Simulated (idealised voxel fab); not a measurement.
process module | voxel ribs on slabs
cross-section cut | 210 nm wide | cells 5 nm
A cross-section is a grid of square cells, given in bands from the top down. A band is one or more rows of cells.
Each band's line starts with the height of the band's top and of its bottom, in nm. Then come its materials from left to right, each with its width in nm. One material with "throughout" fills the band from edge to edge. "air" is empty space.
Height 0 is the level under which the wafer as received is all one material. The lowest band goes on downwards, as in "0 down".
A width such as "30 to 40" changes by the same amount from each row of cells to the next, from the band's top row to its bottom row.
"no change" after a step means that no cell of the cross-section changed.
closed voids: empty space of 8 cells or more with no open way to the top, each as width x height at its distance from the left edge, in nm
after a step's settings: what the simulator itself notes on the step
overlay nm, on a step with a mask: how far to the right of its planned place the mask lay; to the left if negative
plan
1 op RECEIVE | material Si
2 op DIRECTIONAL_DEP | material SiO2 | thk nm 25
3 op DIRECTIONAL_DEP | material SiN | thk nm 25
4 op DIRECTIONAL_DEP | material aC | thk nm 10
5 op PATTERN | tone cover | mask id RIB | material resist | width nm 15 | thk nm 25 | overlay nm 0
6 op DIRECTIONAL_ETCH | etch materials aC | depth nm 10
7 op STRIP | etch materials resist
8 op DIRECTIONAL_ETCH | etch materials SiN | depth nm 20
9 op STRIP | etch materials aC
10 op PATTERN | tone cover | mask id SLAB | material resist | width nm 45 | thk nm 15 | overlay nm 0
11 op DIRECTIONAL_ETCH | etch materials SiN | depth nm 5
12 op STRIP | etch materials resist
13 op FILL_DEP | material SiO2 | thk nm 20
14 op CMP | height nm 60
15 op DIRECTIONAL_DEP | material W | thk nm 10
16 op MASKED_ETCH | tone cover | mask id HEATER | width nm 25 | etch materials W | depth nm 10 | overlay nm 0
17 op CONFORMAL_DEP | material SiO2 | thk nm 5
as received, after step 1
  0 down: Si throughout
  closed voids: none
a wafer at the end: this start, this plan, one mistake
  75 to 70: air 85 | SiO2 35 | air 90
  70 to 65: air 85 | SiO2 5 | W 25 | SiO2 5 | air 90
  65 to 60: SiO2 90 | W 25 | SiO2 95
  60 to 50: SiO2 95 to 80 | SiN 15 to 45 | SiO2 100 to 85
  50 to 25: SiN throughout
  25 to 0: SiO2 throughout
  0 down: Si throughout
  closed voids: none
what went wrong: step 3 was run twice
